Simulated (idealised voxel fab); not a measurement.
Module name: voxel transistor to metal (process module)
Section cut is 200 nm wide and gridded with 5 nm square cells.
Throughout this document, each cross-section is represented as a grid of square cells and is presented as a sequence of bands enumerated from the top downward, where a band comprises one or more rows of cells. Heights first: top, then bottom, in nm. Then materials, left to right, each with a width in nm. "throughout" on a single material: fills the band edge to edge. "empty": empty space. Height is counted from the level 0, under which the received wafer is composed throughout of one material. The lowest of the bands is not closed at the bottom but continues downward, in the notation "0 down". Note: "30->40" means the width goes from the first number (top row of the band) to the second number (bottom row) in equal steps per row of cells. What does "nothing different" mean for a step? It means no cell of the cross-section changed in that step. Entry "Closed void listing". Content: empty spaces with no open connection to the top, size 8 cells or greater. Each: width x height at distance. Distance: from left edge. Unit: nm. Read whatever lies past the settings on a step's line as the simulator's own remark about the step. Each step line may optionally specify "overlay nm", which for a step with a mask gives the rightward distance between the mask's planned place and where it lay, a negative value indicating the leftward direction.

[So here's the lineup of process steps we planned]
1 op RECEIVE | material Si
2 op CONFORMAL_DEP | material SiO2 | thk nm 5
3 op CONFORMAL_DEP | material SiN | thk nm 10
4 op MASKED_ETCH | tone cover | mask id ACTIVE | width nm 115 | etch materials SiN | depth nm 10 | overlay nm 0
5 op MASKED_ETCH | tone cover | mask id ACTIVE | width nm 115 | etch materials SiO2 | depth nm 5 | overlay nm 0
6 op MASKED_ETCH | tone cover | mask id ACTIVE | width nm 115 | etch materials Si | depth nm 35 | overlay nm 0
7 op FILL_DEP | material SiO2 | thk nm 10
8 op CMP | height nm 15
9 op SELECTIVE_ETCH | etch materials SiO2 | depth nm 10
10 op STRIP | etch materials SiN
11 op SELECTIVE_ETCH | etch materials SiO2 | depth nm 5
12 op OXIDIZE | depth nm 5
13 op DIRECTIONAL_DEP | material polySi | thk nm 25
14 op DIRECTIONAL_DEP | material SiCN | thk nm 15
15 op PATTERN | tone cover | mask id GATE | material resist | width nm 35 | thk nm 20 | overlay nm 0
16 op DIRECTIONAL_ETCH | etch materials SiCN | depth nm 25
17 op DIRECTIONAL_ETCH | etch materials polySi | depth nm 35
18 op STRIP | etch materials resist
19 op CONFORMAL_DEP | material SiN | thk nm 5
20 op DIRECTIONAL_ETCH | etch materials SiN | depth nm 5
21 op DIRECTIONAL_ETCH | etch materials SiO2 | depth nm 5
22 op EPI | material nSi | thk nm 5
23 op FILL_DEP | material SiO2 | thk nm 5
24 op CMP | height nm 25
25 op STRIP | etch materials polySi
26 op SELECTIVE_ETCH | etch materials SiO2 | depth nm 5
27 op CONFORMAL_DEP | material HfO2 | thk nm 5
28 op CONFORMAL_DEP | material TiN | thk nm 5
29 op FILL_DEP | material W | thk nm 5
30 op CMP | height nm 20
31 op DIRECTIONAL_DEP | material SiO2 | thk nm 15
32 op DIRECTIONAL_DEP | material aC | thk nm 10
33 op PATTERN | tone open | mask id CONTACT | material resist | width nm 15 | pitch nm 90 | thk nm 25 | overlay nm 0
34 op DIRECTIONAL_ETCH | etch materials aC | depth nm 10
35 op STRIP | etch materials resist
36 op DIRECTIONAL_ETCH | etch materials SiO2 | depth nm 35
37 op STRIP | etch materials aC
38 op CONFORMAL_DEP | material TiN | thk nm 5
39 op FILL_DEP | material W | thk nm 5
40 op CMP | height nm 35
41 op CONFORMAL_DEP | material SiCN | thk nm 5
42 op DIRECTIONAL_DEP | material SiO2 | thk nm 25
43 op DIRECTIONAL_DEP | material aC | thk nm 15
44 op PATTERN | tone open | mask id METAL_1 | material resist | width nm 15 | pitch nm 90 | thk nm 30 | overlay nm 0
45 op DIRECTIONAL_ETCH | etch materials aC | depth nm 15
46 op STRIP | etch materials resist
47 op DIRECTIONAL_ETCH | etch materials SiO2 | depth nm 25
48 op DIRECTIONAL_ETCH | etch materials SiCN | depth nm 5
49 op STRIP | etch materials aC
50 op CONFORMAL_DEP | material TiN | thk nm 5
51 op FILL_DEP | material Cu | thk nm 5
52 op CMP | height nm 65
53 op CONFORMAL_DEP | material SiCN | thk nm 5
54 op DIRECTIONAL_DEP | material SiO2 | thk nm 30
55 op PATTERN | tone open | mask id METAL_2 | material resist | width nm 15 | pitch nm 90 | thk nm 20 | overlay nm 0
56 op DIRECTIONAL_ETCH | etch materials SiO2 | depth nm 20
57 op STRIP | etch materials resist
58 op MASKED_ETCH | tone open | mask id METAL_2_HOLES | width nm 15 | pitch nm 90 | etch materials SiO2 | depth nm 10 | overlay nm 0
59 op MASKED_ETCH | tone open | mask id METAL_2_HOLES | width nm 15 | pitch nm 90 | etch materials SiCN | depth nm 5 | overlay nm 0
60 op CONFORMAL_DEP | material TiN | thk nm 5
61 op FILL_DEP | material Ru | thk nm 10
62 op CMP | height nm 100
63 op CONFORMAL_DEP | material SiCN | thk nm 5

[Wafer as received: cross-section following step 1]
    0 down  Si throughout
    Closed void listing: none

[Looking at the first of two wafers in cross-section at end of module - ran to plan]
    105 to 100  SiCN throughout
    100 to 70  SiO2=45, then TiN=5, then Ru=5, then TiN=5, then SiO2=75, then TiN=5, then Ru=5, then TiN=5, then SiO2=50
    70 to 65  SiCN=45, then TiN=15, then SiCN=75, then TiN=15, then SiCN=50
    65 to 40  SiO2=45, then TiN=5, then Cu=5, then TiN=5, then SiO2=75, then TiN=5, then Cu=5, then TiN=5, then SiO2=50
    40 to 35  SiCN=45, then TiN=15, then SiCN=75, then TiN=15, then SiCN=50
    35 to 20  SiO2=45, then TiN=5, then W=5, then TiN=5, then SiO2=75, then TiN=5, then W=5, then TiN=5, then SiO2=50
    20 to 5  SiO2=45, then TiN=5, then W=5, then TiN=5, then SiO2=15, then SiN=5, then HfO2=5, then TiN=5, then W=15, then TiN=5, then HfO2=5, then SiN=5, then SiO2=15, then TiN=5, then W=5, then TiN=5, then SiO2=50
    5 to 0  SiO2=45, then TiN=15, then SiO2=15, then SiN=5, then HfO2=5, then TiN=25, then HfO2=5, then SiN=5, then SiO2=15, then TiN=15, then SiO2=50
    0 to -5  SiO2=35, then nSi=40, then HfO2=45, then nSi=40, then SiO2=40
    -5 to -35  SiO2=40, then Si=115, then SiO2=45
    -35 down  Si throughout
    Closed void listing: none

[So this is wafer number two of the two, cut at the end of the module - it started where the first did and had the same plan, we just got one thing wrong running it]
    105 to 100  SiCN throughout
    100 to 70  SiO2=45, then TiN=5, then Ru=5, then TiN=5, then SiO2=75, then TiN=5, then Ru=5, then TiN=5, then SiO2=50
    70 to 65  SiCN=45, then TiN=15, then SiCN=75, then TiN=15, then SiCN=50
    65 to 40  SiO2=45, then TiN=5, then Cu=5, then TiN=5, then SiO2=75, then TiN=5, then Cu=5, then TiN=5, then SiO2=50
    40 to 35  SiCN=45, then TiN=15, then SiCN=75, then TiN=15, then SiCN=50
    35 to 20  SiO2=45, then TiN=5, then W=5, then TiN=5, then SiO2=75, then TiN=5, then W=5, then TiN=5, then SiO2=50
    20 to 5  SiO2=45, then TiN=5, then W=5, then TiN=5, then SiO2=15, then SiN=5, then HfO2=5, then TiN=5, then W=15, then TiN=5, then HfO2=5, then SiN=5, then SiO2=15, then TiN=5, then W=5, then TiN=5, then SiO2=50
    5 to 0  SiO2=45, then TiN=15, then SiO2=15, then SiN=5, then HfO2=5, then TiN=25, then HfO2=5, then SiN=5, then SiO2=15, then TiN=15, then SiO2=50
    0 to -5  SiO2=35, then nSi=40, then HfO2=45, then nSi=40, then SiO2=40
    -5 to -70  SiO2=40, then Si=115, then SiO2=45
    -70 down  Si throughout
    Closed void listing: none
Where did the run depart from the plan? step 6, plan: ran twice
The second wafer ends with more or fewer cells of some materials than the first, per final count: -119 Si, +119 SiO2
